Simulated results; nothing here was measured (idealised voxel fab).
Process module name: voxel capacitor over wiring
Shown is cross-section cut, with a width of 300 nm and square cells of size 5 nm.
Each cross-section below is a grid of square cells, stated as bands in top-down order, with one or more rows of cells making up each band.
In this notation a band is specified by the heights of its top and bottom, in that order and in nm, after which its materials appear from left to right, each paired with its width in nm. The word "everywhere" attached to a single material means that material fills the band from edge to edge; the word "empty" stands for empty space.
Below 0: as-received wafer, all one material; heights counted from there. Lowest band: no bottom, goes on down, written "from 0 down".
The expression "30 to 40" gives the width at the extremes of the band, the first number at its top row of cells and the second at its bottom row, with the width changing by equal amounts from each row to the next in between.
"nothing altered" for a step: no cell of the cross-section changed in that step.
Entry "Fully sealed voids" = empty spaces >= 8 cells with no open way to the top; each as width x height at distance, distance from left edge, all nm.
Heads up: the bit after the settings on a step's line is the simulator's remark on that step.
What "overlay nm" on a step's line means: if the step has a mask, that mask lay this far to the right of its planned place, or, when the value is negative, to the left.
### These are the steps we planned for the process
step 1: RECEIVE | material Si
step 2: CONFORMAL_DEP | material SiO2 | thk nm 15
step 3: DIRECTIONAL_DEP | material TiN | thk nm 5
step 4: DIRECTIONAL_DEP | material W | thk nm 20
step 5: PATTERN | tone cover | mask id METAL_1 | material resist | width nm 25 | pitch nm 75 | thk nm 20 | overlay nm 0
step 6: DIRECTIONAL_ETCH | etch materials W | depth nm 20
step 7: DIRECTIONAL_ETCH | etch materials TiN | depth nm 5
step 8: STRIP | etch materials resist
step 9: CONFORMAL_DEP | material SiN | thk nm 5
step 10: FILL_DEP | material lowk | thk nm 10
step 11: CMP | height nm 40
step 12: CONFORMAL_DEP | material SiCN | thk nm 5
step 13: DIRECTIONAL_DEP | material SiO2 | thk nm 20
step 14: MASKED_ETCH | tone open | mask id PLUG_1 | width nm 15 | etch materials SiO2 | depth nm 20 | overlay nm 0
step 15: MASKED_ETCH | tone open | mask id PLUG_1 | width nm 15 | etch materials SiCN | depth nm 5 | overlay nm 0
step 16: EPI | material Ru | thk nm 10
step 17: EPI | material Ru | thk nm 10
step 18: EPI | material Ru | thk nm 5
step 19: DIRECTIONAL_DEP | material TiN | thk nm 10
step 20: DIRECTIONAL_DEP | material HfO2 | thk nm 5
step 21: DIRECTIONAL_DEP | material TiN | thk nm 10
step 22: MASKED_ETCH | tone cover | mask id UPPER_PLATE | width nm 55 | etch materials TiN | depth nm 10 | overlay nm 0
step 23: MASKED_ETCH | tone cover | mask id UPPER_PLATE | width nm 55 | etch materials HfO2 | depth nm 5 | overlay nm 0
step 24: DIRECTIONAL_DEP | material aC | thk nm 15
step 25: PATTERN | tone cover | mask id LOWER_PLATE | material resist | width nm 65 | thk nm 35 | overlay nm 0
step 26: DIRECTIONAL_ETCH | etch materials aC | depth nm 15
step 27: STRIP | etch materials resist
step 28: DIRECTIONAL_ETCH | etch materials TiN | depth nm 10
step 29: STRIP | etch materials aC
step 30: FILL_DEP | material SiO2 | thk nm 20
step 31: CMP | height nm 105
step 32: DIRECTIONAL_DEP | material aC | thk nm 10
step 33: PATTERN | tone open | mask id PLUG_2 | material resist | width nm 15 | thk nm 25 | overlay nm 0
step 34: DIRECTIONAL_ETCH | etch materials aC | depth nm 10
step 35: STRIP | etch materials resist
step 36: DIRECTIONAL_ETCH | etch materials SiO2 | depth nm 15
step 37: STRIP | etch materials aC
step 38: CONFORMAL_DEP | material TiN | thk nm 5
step 39: FILL_DEP | material W | thk nm 5
step 40: CMP | height nm 105
step 41: CONFORMAL_DEP | material SiCN | thk nm 5
### First out of two wafers; run went to plan
### Wafer cross-section on receipt, i.e. after step 1
    from 0 down = Si everywhere
    Fully sealed voids: none
### Wafer section view after processing step 2
    from 15 to 0 = SiO2 everywhere
    Everything under 0 stays put, no change at all.
### Wafer section view after processing step 3
    from 20 to 15 = TiN everywhere
    Everything under 15 stays put, no change at all.
### Wafer section view after processing step 4
    from 40 to 20 = W everywhere
    Everything under 20 stays put, no change at all.
### Wafer section view after processing step 5
    from 60 to 40 = empty: 100; resist: 25; empty: 50; resist: 25; empty: 100
    Everything under 40 stays put, no change at all.
### Wafer section view after processing step 6
    from 60 to 40 = empty: 100; resist: 25; empty: 50; resist: 25; empty: 100
    from 40 to 20 = empty: 100; W: 25; empty: 50; W: 25; empty: 100
    Everything under 20 stays put, no change at all.
### Wafer section view after processing step 7
    from 60 to 40 = empty: 100; resist: 25; empty: 50; resist: 25; empty: 100
    from 40 to 20 = empty: 100; W: 25; empty: 50; W: 25; empty: 100
    from 20 to 15 = empty: 100; TiN: 25; empty: 50; TiN: 25; empty: 100
    Everything under 15 stays put, no change at all.
### Wafer section view after processing step 8
    from 40 to 20 = empty: 100; W: 25; empty: 50; W: 25; empty: 100
    Everything under 20 stays put, no change at all.
### Wafer section view after processing step 9
    from 45 to 40 = empty: 95; SiN: 35; empty: 40; SiN: 35; empty: 95
    from 40 to 20 = empty: 95; SiN: 5; W: 25; SiN: 5; empty: 40; SiN: 5; W: 25; SiN: 5; empty: 95
    from 20 to 15 = SiN: 100; TiN: 25; SiN: 50; TiN: 25; SiN: 100
    Everything under 15 stays put, no change at all.
### Wafer section view after processing step 10
    from 55 to 45 = lowk everywhere
    from 45 to 40 = lowk: 95; SiN: 35; lowk: 40; SiN: 35; lowk: 95
    from 40 to 20 = lowk: 95; SiN: 5; W: 25; SiN: 5; lowk: 40; SiN: 5; W: 25; SiN: 5; lowk: 95
    Everything under 20 stays put, no change at all.
### Wafer section view after processing step 11
    from 40 to 20 = lowk: 95; SiN: 5; W: 25; SiN: 5; lowk: 40; SiN: 5; W: 25; SiN: 5; lowk: 95
    Everything under 20 stays put, no change at all.
### Wafer section view after processing step 12
    from 45 to 40 = SiCN everywhere
    Everything under 40 stays put, no change at all.
### Wafer section view after processing step 13
    from 65 to 45 = SiO2 everywhere
    Everything under 45 stays put, no change at all.
### Wafer section view after processing step 14
    from 65 to 45 = SiO2: 110; empty: 15; SiO2: 175
    Everything under 45 stays put, no change at all.
### Wafer section view after processing step 15
    from 65 to 45 = SiO2: 110; empty: 15; SiO2: 175
    from 45 to 40 = SiCN: 110; empty: 15; SiCN: 175
    Everything under 40 stays put, no change at all.
### Wafer section view after processing step 16
    from 65 to 50 = SiO2: 110; empty: 15; SiO2: 175
    from 50 to 45 = SiO2: 110; Ru: 15; SiO2: 175
    from 45 to 40 = SiCN: 110; Ru: 15; SiCN: 175
    Everything under 40 stays put, no change at all.
### Wafer section view after processing step 17
    from 65 to 60 = SiO2: 110; empty: 15; SiO2: 175
    from 60 to 45 = SiO2: 110; Ru: 15; SiO2: 175
    Everything under 45 stays put, no change at all.
### Wafer section view after processing step 18
    from 65 to 45 = SiO2: 110; Ru: 15; SiO2: 175
    Everything under 45 stays put, no change at all.
### Wafer section view after processing step 19
    from 75 to 65 = TiN everywhere
    Everything under 65 stays put, no change at all.
### Wafer section view after processing step 20
    from 80 to 75 = HfO2 everywhere
    Everything under 75 stays put, no change at all.
### Wafer section view after processing step 21
    from 90 to 80 = TiN everywhere
    Everything under 80 stays put, no change at all.
### Wafer section view after processing step 22
    from 90 to 80 = empty: 110; TiN: 55; empty: 135
    Everything under 80 stays put, no change at all.
### Wafer section view after processing step 23
    from 90 to 80 = empty: 110; TiN: 55; empty: 135
    from 80 to 75 = empty: 110; HfO2: 55; empty: 135
    Everything under 75 stays put, no change at all.
### Wafer section view after processing step 24
    from 105 to 90 = empty: 110; aC: 55; empty: 135
    from 90 to 80 = aC: 110; TiN: 55; aC: 135
    from 80 to 75 = aC: 110; HfO2: 55; aC: 135
    Everything under 75 stays put, no change at all.
### Wafer section view after processing step 25
    from 140 to 105 = empty: 105; resist: 65; empty: 130
    from 105 to 90 = empty: 105; resist: 5; aC: 55; resist: 5; empty: 130
    Everything under 90 stays put, no change at all.
### Wafer section view after processing step 26
    from 125 to 105 = empty: 105; resist: 65; empty: 130
    from 105 to 90 = empty: 105; resist: 5; aC: 55; resist: 5; empty: 130
    from 90 to 80 = empty: 105; aC: 5; TiN: 55; aC: 5; empty: 130
    from 80 to 75 = empty: 105; aC: 5; HfO2: 55; aC: 5; empty: 130
    Everything under 75 stays put, no change at all.
### Wafer section view after processing step 27
    from 105 to 90 = empty: 110; aC: 55; empty: 135
    Everything under 90 stays put, no change at all.
### Wafer section view after processing step 28
    from 105 to 90 = empty: 110; aC: 55; empty: 135
    from 90 to 80 = empty: 105; aC: 5; TiN: 55; aC: 5; empty: 130
    from 80 to 75 = empty: 105; aC: 5; HfO2: 55; aC: 5; empty: 130
    from 75 to 65 = empty: 105; TiN: 65; empty: 130
    Everything under 65 stays put, no change at all.
### Wafer section view after processing step 29
    from 90 to 80 = empty: 110; TiN: 55; empty: 135
    from 80 to 75 = empty: 110; HfO2: 55; empty: 135
    Everything under 75 stays put, no change at all.
### Wafer section view after processing step 30
    from 110 to 90 = SiO2 everywhere
    from 90 to 80 = SiO2: 110; TiN: 55; SiO2: 135
    from 80 to 75 = SiO2: 110; HfO2: 55; SiO2: 135
    from 75 to 65 = SiO2: 105; TiN: 65; SiO2: 130
    Everything under 65 stays put, no change at all.
### Wafer section view after processing step 31
    from 105 to 90 = SiO2 everywhere
    Everything under 90 stays put, no change at all.
### Wafer section view after processing step 32
    from 115 to 105 = aC everywhere
    Everything under 105 stays put, no change at all.
### Wafer section view after processing step 33
    from 140 to 115 = resist: 120; empty: 15; resist: 165
    Everything under 115 stays put, no change at all.
### Wafer section view after processing step 34
    from 130 to 115 = resist: 120; empty: 15; resist: 165
    from 115 to 105 = aC: 120; empty: 15; aC: 165
    Everything under 105 stays put, no change at all.
### Wafer section view after processing step 35
    from 115 to 105 = aC: 120; empty: 15; aC: 165
    Everything under 105 stays put, no change at all.
### Wafer section view after processing step 36
    from 115 to 105 = aC: 120; empty: 15; aC: 165
    from 105 to 90 = SiO2: 120; empty: 15; SiO2: 165
    Everything under 90 stays put, no change at all.
### Wafer section view after processing step 37
    from 105 to 90 = SiO2: 120; empty: 15; SiO2: 165
    Everything under 90 stays put, no change at all.
### Wafer section view after processing step 38
    from 110 to 105 = TiN: 125; empty: 5; TiN: 170
    from 105 to 95 = SiO2: 120; TiN: 5; empty: 5; TiN: 5; SiO2: 165
    from 95 to 90 = SiO2: 120; TiN: 15; SiO2: 165
    Everything under 90 stays put, no change at all.
### Wafer section view after processing step 39
    from 115 to 110 = W everywhere
    from 110 to 105 = TiN: 125; W: 5; TiN: 170
    from 105 to 95 = SiO2: 120; TiN: 5; W: 5; TiN: 5; SiO2: 165
    Everything under 95 stays put, no change at all.
### Wafer section view after processing step 40
    from 105 to 95 = SiO2: 120; TiN: 5; W: 5; TiN: 5; SiO2: 165
    Everything under 95 stays put, no change at all.
### Wafer section view after processing step 41
    from 110 to 105 = SiCN everywhere
    Everything under 105 stays put, no change at all.
### Okay, second wafer. Nothing different at the start, nothing different in the plan, just one mistake somewhere in the running. As far as step 19, counting that step, it's the first wafer all over again
Second wafer shown in cross-section at the time step 20 was slated to end: nothing altered
### Second wafer shown in cross-section at the time step 21 was slated to end
    from 85 to 65 = TiN everywhere
    Everything under 65 stays put, no change at all.
### Second wafer shown in cross-section at the time step 22 was slated to end
    from 85 to 75 = empty: 110; TiN: 55; empty: 135
    Everything under 75 stays put, no change at all.
Second wafer shown in cross-section at the time step 23 was slated to end: nothing altered
### Second wafer shown in cross-section at the time step 24 was slated to end
    from 100 to 90 = empty: 110; aC: 55; empty: 135
    from 90 to 85 = aC everywhere
    from 85 to 75 = aC: 110; TiN: 55; aC: 135
    Everything under 75 stays put, no change at all.
### Second wafer shown in cross-section at the time step 25 was slated to end
    from 135 to 100 = empty: 105; resist: 65; empty: 130
    from 100 to 90 = empty: 105; resist: 5; aC: 55; resist: 5; empty: 130
    Everything under 90 stays put, no change at all.
### Second wafer shown in cross-section at the time step 26 was slated to end
    from 120 to 100 = empty: 105; resist: 65; empty: 130
    from 100 to 90 = empty: 105; resist: 5; aC: 55; resist: 5; empty: 130
    from 90 to 85 = empty: 105; aC: 65; empty: 130
    from 85 to 75 = empty: 105; aC: 5; TiN: 55; aC: 5; empty: 130
    Everything under 75 stays put, no change at all.
### Second wafer shown in cross-section at the time step 27 was slated to end
    from 100 to 90 = empty: 110; aC: 55; empty: 135
    Everything under 90 stays put, no change at all.
### Second wafer shown in cross-section at the time step 28 was slated to end
    from 100 to 90 = empty: 110; aC: 55; empty: 135
    from 90 to 85 = empty: 105; aC: 65; empty: 130
    from 85 to 75 = empty: 105; aC: 5; TiN: 55; aC: 5; empty: 130
    from 75 to 65 = empty: 105; TiN: 65; empty: 130
    Everything under 65 stays put, no change at all.
### Second wafer shown in cross-section at the time step 29 was slated to end
    from 85 to 75 = empty: 110; TiN: 55; empty: 135
    Everything under 75 stays put, no change at all.
### Second wafer shown in cross-section at the time step 30 was slated to end
    from 105 to 85 = SiO2 everywhere
    from 85 to 75 = SiO2: 110; TiN: 55; SiO2: 135
    from 75 to 65 = SiO2: 105; TiN: 65; SiO2: 130
    Everything under 65 stays put, no change at all.
Second wafer shown in cross-section at the time step 31 was slated to end: nothing altered
### Second wafer shown in cross-section at the time step 32 was slated to end
    from 115 to 105 = aC everywhere
    Everything under 105 stays put, no change at all.
### Second wafer shown in cross-section at the time step 33 was slated to end
    from 140 to 115 = resist: 120; empty: 15; resist: 165
    Everything under 115 stays put, no change at all.
### Second wafer shown in cross-section at the time step 34 was slated to end
    from 130 to 115 = resist: 120; empty: 15; resist: 165
    from 115 to 105 = aC: 120; empty: 15; aC: 165
    Everything under 105 stays put, no change at all.
### Second wafer shown in cross-section at the time step 35 was slated to end
    from 115 to 105 = aC: 120; empty: 15; aC: 165
    Everything under 105 stays put, no change at all.
### Second wafer shown in cross-section at the time step 36 was slated to end
    from 115 to 105 = aC: 120; empty: 15; aC: 165
    from 105 to 90 = SiO2: 120; empty: 15; SiO2: 165
    Everything under 90 stays put, no change at all.
### Second wafer shown in cross-section at the time step 37 was slated to end
    from 105 to 90 = SiO2: 120; empty: 15; SiO2: 165
    Everything under 90 stays put, no change at all.
### Second wafer shown in cross-section at the time step 38 was slated to end
    from 110 to 105 = TiN: 125; empty: 5; TiN: 170
    from 105 to 95 = SiO2: 120; TiN: 5; empty: 5; TiN: 5; SiO2: 165
    from 95 to 90 = SiO2: 120; TiN: 15; SiO2: 165
    Everything under 90 stays put, no change at all.
### Second wafer shown in cross-section at the time step 39 was slated to end
    from 115 to 110 = W everywhere
    from 110 to 105 = TiN: 125; W: 5; TiN: 170
    from 105 to 95 = SiO2: 120; TiN: 5; W: 5; TiN: 5; SiO2: 165
    Everything under 95 stays put, no change at all.
### Second wafer shown in cross-section at the time step 40 was slated to end
    from 105 to 95 = SiO2: 120; TiN: 5; W: 5; TiN: 5; SiO2: 165
    Everything under 95 stays put, no change at all.
### Second wafer shown in cross-section at the time step 41 was slated to end
    from 110 to 105 = SiCN everywhere
    Everything under 105 stays put, no change at all.
What was the processing mistake? step 20 of the plan got skipped, so it never ran
Materials where the second wafer ends with more or fewer cells than the first: 11 fewer of HfO2 | 11 more of SiO2
